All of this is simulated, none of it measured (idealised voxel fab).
Process module name: voxel ribs on slabs
Xsec cut, 280 nm wide, square cell size 5 nm.
Cross-section, as written here: a square-cell grid given band by band from the top down, where a band holds one or more rows of cells. Each band's line starts with the height of the band's top and of its bottom, in nm. Then come its materials from left to right, each with its width in nm. One material with "full width" fills the band from edge to edge. "blank" is empty space. Heads up on the height convention: 0 is the point under which the incoming wafer is all one material, and the lowest band has no bottom, it just keeps going down, like "z 0 and below". The expression "30->40" gives the width at the extremes of the band, the first number at its top row of cells and the second at its bottom row, with the width changing by equal amounts from each row to the next in between. Basically "same as before" means that step didn't change any cell in the cross-section. Entry "Sealed internal cavities" = empty spaces >= 8 cells with no open way to the top; each as width x height at distance, distance from left edge, all nm. Where a step's line continues beyond its settings, the continuation is a remark by the simulator itself on that step. The optional step-line setting "overlay nm" applies to steps with a mask and quantifies how far to the right of its planned location the mask lay, a negative value indicating leftward placement. Structure of the following material. The material consists of pairs of cross-sections. Each pair comprises the cross-section before one process step and the cross-section after that step, the latter shown only down to the lowest band that changed. The step between the cross-sections is specified beneath each pair, including its settings. Pairs are not necessarily consecutive: they may derive from different runs of this module performed on the same starting wafer. Continuity with the pair above is to be assumed only where the entry headed "Pre-step snapshot" of the pair in question states it.
# Pre-step snapshot
> z 95 to 80 | blank: 120, then aC: 40, then blank: 120
> z 80 to 70 | blank: 120, then TiN: 40, then blank: 120
> z 70 to 40 | SiO2 full width
> z 40 to 30 | SiO2: 125, then polySi: 30, then SiO2: 125
> z 30 to 0 | SiO2 full width
> z 0 and below | Si full width
> Sealed internal cavities: none
# State After Step
> z 80 to 70 | blank: 120, then TiN: 40, then blank: 120
> Below 70, no change.
> Sealed internal cavities: none
Step taken after the before cross-section and before the after cross-section above: STRIP with etch materials aC
Pre-step snapshot: Reference is made to the cross-section shown after the step in the pair directly above, which represents the state prior to this step.
# State After Step
> z 85 to 80 | blank: 115, then SiO2: 50, then blank: 115
> z 80 to 75 | blank: 115, then SiO2: 5, then TiN: 40, then SiO2: 5, then blank: 115
> z 75 to 70 | SiO2: 120, then TiN: 40, then SiO2: 120
> Below 70, no change.
> Sealed internal cavities: none
Step taken after the before cross-section and before the after cross-section above: CONFORMAL_DEP with material SiO2, thk nm 5
# Pre-step snapshot
> z 95 to 80 | aC full width
> z 80 to 70 | TiN full width
> z 70 to 50 | SiO2 full width
> z 50 to 35 | SiO2: 125, then polySi: 30, then SiO2: 125
> z 35 to 30 | SiO2: 105, then polySi: 70, then SiO2: 105
> z 30 to 0 | SiO2 full width
> z 0 and below | Si full width
> Sealed internal cavities: none
# State After Step
> z 130 to 95 | blank: 125, then resist: 35, then blank: 120
> Below 95, no change.
> Sealed internal cavities: none
Step taken after the before cross-section and before the after cross-section above: PATTERN with tone cover, mask id HEATER, material resist, width nm 35, thk nm 35, overlay nm 0
Pre-step snapshot: Reference is made to the cross-section shown after the step in the pair directly above, which represents the state prior to this step.
# State After Step
> z 115 to 95 | blank: 125, then resist: 35, then blank: 120
> z 95 to 80 | blank: 125, then aC: 35, then blank: 120
> Below 80, no change.
> Sealed internal cavities: none
Step taken after the before cross-section and before the after cross-section above: DIRECTIONAL_ETCH with etch materials aC, depth nm 15
Pre-step snapshot: Reference is made to the cross-section shown after the step in the pair directly above, which represents the state prior to this step.
# State After Step
> z 95 to 80 | blank: 125, then aC: 35, then blank: 120
> Below 80, no change.
> Sealed internal cavities: none
Step taken after the before cross-section and before the after cross-section above: STRIP with etch materials resist
Pre-step snapshot: Reference is made to the cross-section shown after the step in the pair directly above, which represents the state prior to this step.
# State After Step
> z 95 to 80 | blank: 125, then aC: 35, then blank: 120
> z 80 to 70 | blank: 125, then TiN: 35, then blank: 120
> Below 70, no change.
> Sealed internal cavities: none
Step taken after the before cross-section and before the after cross-section above: DIRECTIONAL_ETCH with etch materials TiN, depth nm 10
Pre-step snapshot: Reference is made to the cross-section shown after the step in the pair directly above, which represents the state prior to this step.
# State After Step
> z 80 to 70 | blank: 125, then TiN: 35, then blank: 120
> Below 70, no change.
> Sealed internal cavities: none
Step taken after the before cross-section and before the after cross-section above: STRIP with etch materials aC
Pre-step snapshot: Reference is made to the cross-section shown after the step in the pair directly above, which represents the state prior to this step.
# State After Step
> z 85 to 80 | blank: 120, then SiO2: 45, then blank: 115
> z 80 to 75 | blank: 120, then SiO2: 5, then TiN: 35, then SiO2: 5, then blank: 115
> z 75 to 70 | SiO2: 125, then TiN: 35, then SiO2: 120
> Below 70, no change.
> Sealed internal cavities: none
Step taken after the before cross-section and before the after cross-section above: CONFORMAL_DEP with material SiO2, thk nm 5
# Pre-step snapshot
> z 95 to 80 | aC full width
> z 80 to 70 | TiN full width
> z 70 to 50 | SiO2 full width
> z 50 to 35 | SiO2: 125, then polySi: 30, then SiO2: 125
> z 35 to 30 | SiO2: 105, then polySi: 70, then SiO2: 105
> z 30 to 0 | SiO2 full width
> z 0 and below | Si full width
> Sealed internal cavities: none
# State After Step
> z 130 to 95 | blank: 110, then resist: 40, then blank: 130
> Below 95, no change.
> Sealed internal cavities: none
Step taken after the before cross-section and before the after cross-section above: PATTERN with tone cover, mask id HEATER, material resist, width nm 40, thk nm 35, overlay nm -10
Pre-step snapshot: Reference is made to the cross-section shown after the step in the pair directly above, which represents the state prior to this step.
# State After Step
> z 115 to 95 | blank: 110, then resist: 40, then blank: 130
> z 95 to 80 | blank: 110, then aC: 40, then blank: 130
> Below 80, no change.
> Sealed internal cavities: none
Step taken after the before cross-section and before the after cross-section above: DIRECTIONAL_ETCH with etch materials aC, depth nm 15
Pre-step snapshot: Reference is made to the cross-section shown after the step in the pair directly above, which represents the state prior to this step.
# State After Step
> z 95 to 80 | blank: 110, then aC: 40, then blank: 130
> Below 80, no change.
> Sealed internal cavities: none
Step taken after the before cross-section and before the after cross-section above: STRIP with etch materials resist
Pre-step snapshot: Reference is made to the cross-section shown after the step in the pair directly above, which represents the state prior to this step.
# State After Step
> z 95 to 80 | blank: 110, then aC: 40, then blank: 130
> z 80 to 70 | blank: 110, then TiN: 40, then blank: 130
> Below 70, no change.
> Sealed internal cavities: none
Step taken after the before cross-section and before the after cross-section above: DIRECTIONAL_ETCH with etch materials TiN, depth nm 10
Pre-step snapshot: Reference is made to the cross-section shown after the step in the pair directly above, which represents the state prior to this step.
# State After Step
> z 80 to 70 | blank: 110, then TiN: 40, then blank: 130
> Below 70, no change.
> Sealed internal cavities: none
Step taken after the before cross-section and before the after cross-section above: STRIP with etch materials aC
Pre-step snapshot: Reference is made to the cross-section shown after the step in the pair directly above, which represents the state prior to this step.
# State After Step
> z 85 to 80 | blank: 105, then SiO2: 50, then blank: 125
> z 80 to 75 | blank: 105, then SiO2: 5, then TiN: 40, then SiO2: 5, then blank: 125
> z 75 to 70 | SiO2: 110, then TiN: 40, then SiO2: 130
> Below 70, no change.
> Sealed internal cavities: none
Step taken after the before cross-section and before the after cross-section above: CONFORMAL_DEP with material SiO2, thk nm 5
# Pre-step snapshot
> z 50 to 35 | blank: 125, then polySi: 30, then blank: 125
> z 35 to 30 | blank: 105, then polySi: 70, then blank: 105
> z 30 to 0 | SiO2 full width
> z 0 and below | Si full width
> Sealed internal cavities: none
# State After Step
> z 80 to 50 | TiN full width
> z 50 to 35 | TiN: 125, then polySi: 30, then TiN: 125
> z 35 to 30 | TiN: 105, then polySi: 70, then TiN: 105
> Below 30, no change.
> Sealed internal cavities: none
Step taken after the before cross-section and before the after cross-section above: FILL_DEP with material TiN, thk nm 30
Pre-step snapshot: Reference is made to the cross-section shown after the step in the pair directly above, which represents the state prior to this step.
# State After Step
> z 70 to 50 | TiN full width
> Below 50, no change.
> Sealed internal cavities: none
Step taken after the before cross-section and before the after cross-section above: CMP with height nm 70
Pre-step snapshot: Reference is made to the cross-section shown after the step in the pair directly above, which represents the state prior to this step.
# State After Step
> z 80 to 50 | TiN full width
> Below 50, no change.
> Sealed internal cavities: none
Step taken after the before cross-section and before the after cross-section above: DIRECTIONAL_DEP with material TiN, thk nm 10
Pre-step snapshot: Reference is made to the cross-section shown after the step in the pair directly above, which represents the state prior to this step.
# State After Step
> z 95 to 80 | aC full width
> Below 80, no change.
> Sealed internal cavities: none
Step taken after the before cross-section and before the after cross-section above: DIRECTIONAL_DEP with material aC, thk nm 15
Pre-step snapshot: Reference is made to the cross-section shown after the step in the pair directly above, which represents the state prior to this step.
# State After Step
> z 130 to 95 | blank: 120, then resist: 40, then blank: 120
> Below 95, no change.
> Sealed internal cavities: none
Step taken after the before cross-section and before the after cross-section above: PATTERN with tone cover, mask id HEATER, material resist, width nm 40, thk nm 35, overlay nm 0
Pre-step snapshot: Reference is made to the cross-section shown after the step in the pair directly above, which represents the state prior to this step.
# State After Step
> z 115 to 95 | blank: 120, then resist: 40, then blank: 120
> z 95 to 80 | blank: 120, then aC: 40, then blank: 120
> Below 80, no change.
> Sealed internal cavities: none
Step taken after the before cross-section and before the after cross-section above: DIRECTIONAL_ETCH with etch materials aC, depth nm 15
Pre-step snapshot: Reference is made to the cross-section shown after the step in the pair directly above, which represents the state prior to this step.
# State After Step
> z 95 to 80 | blank: 120, then aC: 40, then blank: 120
> Below 80, no change.
> Sealed internal cavities: none
Step taken after the before cross-section and before the after cross-section above: STRIP with etch materials resist
Pre-step snapshot: Reference is made to the cross-section shown after the step in the pair directly above, which represents the state prior to this step.
# State After Step
> z 95 to 80 | blank: 120, then aC: 40, then blank: 120
> z 80 to 70 | blank: 120, then TiN: 40, then blank: 120
> Below 70, no change.
> Sealed internal cavities: none
Step taken after the before cross-section and before the after cross-section above: DIRECTIONAL_ETCH with etch materials TiN, depth nm 10
Pre-step snapshot: Reference is made to the cross-section shown after the step in the pair directly above, which represents the state prior to this step.
# State After Step
> z 80 to 70 | blank: 120, then TiN: 40, then blank: 120
> Below 70, no change.
> Sealed internal cavities: none
Step taken after the before cross-section and before the after cross-section above: STRIP with etch materials aC
Pre-step snapshot: Reference is made to the cross-section shown after the step in the pair directly above, which represents the state prior to this step.
# State After Step
> z 85 to 80 | blank: 115, then SiO2: 50, then blank: 115
> z 80 to 75 | blank: 115, then SiO2: 5, then TiN: 40, then SiO2: 5, then blank: 115
> z 75 to 70 | SiO2: 120, then TiN: 40, then SiO2: 120
> Below 70, no change.
> Sealed internal cavities: none
Step taken after the before cross-section and before the after cross-section above: CONFORMAL_DEP with material SiO2, thk nm 5
# Pre-step snapshot
> z 65 to 50 | aC full width
> z 50 to 30 | polySi full width
> z 30 to 0 | SiO2 full width
> z 0 and below | Si full width
> Sealed internal cavities: none
# State After Step
> z 95 to 65 | resist: 125, then blank: 30, then resist: 125
> Below 65, no change.
> Sealed internal cavities: none
Step taken after the before cross-section and before the after cross-section above: PATTERN with tone open, mask id RIB, material resist, width nm 30, thk nm 30, overlay nm 0
Pre-step snapshot: Reference is made to the cross-section shown after the step in the pair directly above, which represents the state prior to this step.
# State After Step
> z 80 to 65 | resist: 125, then blank: 30, then resist: 125
> z 65 to 50 | aC: 125, then blank: 30, then aC: 125
> Below 50, no change.
> Sealed internal cavities: none
Step taken after the before cross-section and before the after cross-section above: DIRECTIONAL_ETCH with etch materials aC, depth nm 15
Pre-step snapshot: Reference is made to the cross-section shown after the step in the pair directly above, which represents the state prior to this step.
# State After Step
> z 65 to 50 | aC: 125, then blank: 30, then aC: 125
> Below 50, no change.
> Sealed internal cavities: none
Step taken after the before cross-section and before the after cross-section above: STRIP with etch materials resist
Pre-step snapshot: Reference is made to the cross-section shown after the step in the pair directly above, which represents the state prior to this step.
# State After Step
> z 65 to 50 | aC: 125, then blank: 30, then aC: 125
> z 50 to 35 | polySi: 125, then blank: 30, then polySi: 125
> Below 35, no change.
> Sealed internal cavities: none
Step taken after the before cross-section and before the after cross-section above: DIRECTIONAL_ETCH with etch materials polySi, depth nm 15
Pre-step snapshot: Reference is made to the cross-section shown after the step in the pair directly above, which represents the state prior to this step.
# State After Step
> z 50 to 35 | polySi: 125, then blank: 30, then polySi: 125
> Below 35, no change.
> Sealed internal cavities: none
Step taken after the before cross-section and before the after cross-section above: STRIP with etch materials aC
Pre-step snapshot: Reference is made to the cross-section shown after the step in the pair directly above, which represents the state prior to this step.
# State After Step
> z 65 to 50 | aC: 125, then blank: 30, then aC: 125
> z 50 to 35 | polySi: 125, then aC: 30, then polySi: 125
> Below 35, no change.
> Sealed internal cavities: none
Step taken after the before cross-section and before the after cross-section above: DIRECTIONAL_DEP with material aC, thk nm 15
Pre-step snapshot: Reference is made to the cross-section shown after the step in the pair directly above, which represents the state prior to this step.
# State After Step
> z 95 to 65 | blank: 105, then resist: 70, then blank: 105
> z 65 to 50 | aC: 125, then resist: 30, then aC: 125
> Below 50, no change.
> Sealed internal cavities: none
Step taken after the before cross-section and before the after cross-section above: PATTERN with tone cover, mask id SLAB, material resist, width nm 70, thk nm 30, overlay nm 0
Pre-step snapshot: Reference is made to the cross-section shown after the step in the pair directly above, which represents the state prior to this step.
# State After Step
> z 80 to 65 | blank: 105, then resist: 70, then blank: 105
> z 65 to 50 | blank: 105, then aC: 20, then resist: 30, then aC: 20, then blank: 105
> Below 50, no change.
> Sealed internal cavities: none
Step taken after the before cross-section and before the after cross-section above: DIRECTIONAL_ETCH with etch materials aC, depth nm 15
Pre-step snapshot: Reference is made to the cross-section shown after the step in the pair directly above, which represents the state prior to this step.
# State After Step
> z 65 to 50 | blank: 105, then aC: 20, then blank: 30, then aC: 20, then blank: 105
> Below 50, no change.
> Sealed internal cavities: none
Step taken after the before cross-section and before the after cross-section above: STRIP with etch materials resist
Pre-step snapshot: Reference is made to the cross-section shown after the step in the pair directly above, which represents the state prior to this step.
# State After Step
> z 65 to 50 | blank: 105, then aC: 20, then blank: 30, then aC: 20, then blank: 105
> z 50 to 45 | blank: 105, then polySi: 20, then aC: 30, then polySi: 20, then blank: 105
> Below 45, no change.
> Sealed internal cavities: none
Step taken after the before cross-section and before the after cross-section above: DIRECTIONAL_ETCH with etch materials polySi, depth nm 5
Pre-step snapshot: Reference is made to the cross-section shown after the step in the pair directly above, which represents the state prior to this step.
# State After Step
> z 50 to 45 | blank: 105, then polySi: 20, then blank: 30, then polySi: 20, then blank: 105
> z 45 to 35 | polySi: 125, then blank: 30, then polySi: 125
> Below 35, no change.
> Sealed internal cavities: none
Step taken after the before cross-section and before the after cross-section above: STRIP with etch materials aC
Pre-step snapshot: Reference is made to the cross-section shown after the step in the pair directly above, which represents the state prior to this step.
# State After Step
> z 80 to 50 | SiO2 full width
> z 50 to 45 | SiO2: 105, then polySi: 20, then SiO2: 30, then polySi: 20, then SiO2: 105
> z 45 to 35 | polySi: 125, then SiO2: 30, then polySi: 125
> Below 35, no change.
> Sealed internal cavities: none
Step taken after the before cross-section and before the after cross-section above: FILL_DEP with material SiO2, thk nm 30
Pre-step snapshot: Reference is made to the cross-section shown after the step in the pair directly above, which represents the state prior to this step.
# State After Step
> z 70 to 50 | SiO2 full width
> Below 50, no change.
> Sealed internal cavities: none
Step taken after the before cross-section and before the after cross-section above: CMP with height nm 70
Pre-step snapshot: Reference is made to the cross-section shown after the step in the pair directly above, which represents the state prior to this step.
# State After Step
> z 80 to 70 | TiN full width
> Below 70, no change.
> Sealed internal cavities: none
Step taken after the before cross-section and before the after cross-section above: DIRECTIONAL_DEP with material TiN, thk nm 10
Pre-step snapshot: Reference is made to the cross-section shown after the step in the pair directly above, which represents the state prior to this step.
# State After Step
> z 95 to 80 | aC full width
> Below 80, no change.
> Sealed internal cavities: none
Step taken after the before cross-section and before the after cross-section above: DIRECTIONAL_DEP with material aC, thk nm 15
Pre-step snapshot: Reference is made to the cross-section shown after the step in the pair directly above, which represents the state prior to this step.
# State After Step
> z 130 to 95 | blank: 120, then resist: 40, then blank: 120
> Below 95, no change.
> Sealed internal cavities: none
Step taken after the before cross-section and before the after cross-section above: PATTERN with tone cover, mask id HEATER, material resist, width nm 40, thk nm 35, overlay nm 0
Pre-step snapshot: Reference is made to the cross-section shown after the step in the pair directly above, which represents the state prior to this step.
# State After Step
> z 115 to 95 | blank: 120, then resist: 40, then blank: 120
> z 95 to 80 | blank: 120, then aC: 40, then blank: 120
> Below 80, no change.
> Sealed internal cavities: none
Step taken after the before cross-section and before the after cross-section above: DIRECTIONAL_ETCH with etch materials aC, depth nm 15
Pre-step snapshot: Reference is made to the cross-section shown after the step in the pair directly above, which represents the state prior to this step.
# State After Step
> z 95 to 80 | blank: 120, then aC: 40, then blank: 120
> Below 80, no change.
> Sealed internal cavities: none
Step taken after the before cross-section and before the after cross-section above: STRIP with etch materials resist
Pre-step snapshot: Reference is made to the cross-section shown after the step in the pair directly above, which represents the state prior to this step.
# State After Step
> z 95 to 80 | blank: 120, then aC: 40, then blank: 120
> z 80 to 70 | blank: 120, then TiN: 40, then blank: 120
> Below 70, no change.
> Sealed internal cavities: none
Step taken after the before cross-section and before the after cross-section above: DIRECTIONAL_ETCH with etch materials TiN, depth nm 10
Pre-step snapshot: Reference is made to the cross-section shown after the step in the pair directly above, which represents the state prior to this step.
# State After Step
> z 80 to 70 | blank: 120, then TiN: 40, then blank: 120
> Below 70, no change.
> Sealed internal cavities: none
Step taken after the before cross-section and before the after cross-section above: STRIP with etch materials aC
Pre-step snapshot: Reference is made to the cross-section shown after the step in the pair directly above, which represents the state prior to this step.
# State After Step
> z 85 to 80 | blank: 115, then SiO2: 50, then blank: 115
> z 80 to 75 | blank: 115, then SiO2: 5, then TiN: 40, then SiO2: 5, then blank: 115
> z 75 to 70 | SiO2: 120, then TiN: 40, then SiO2: 120
> Below 70, no change.
> Sealed internal cavities: none
Step taken after the before cross-section and before the after cross-section above: CONFORMAL_DEP with material SiO2, thk nm 5
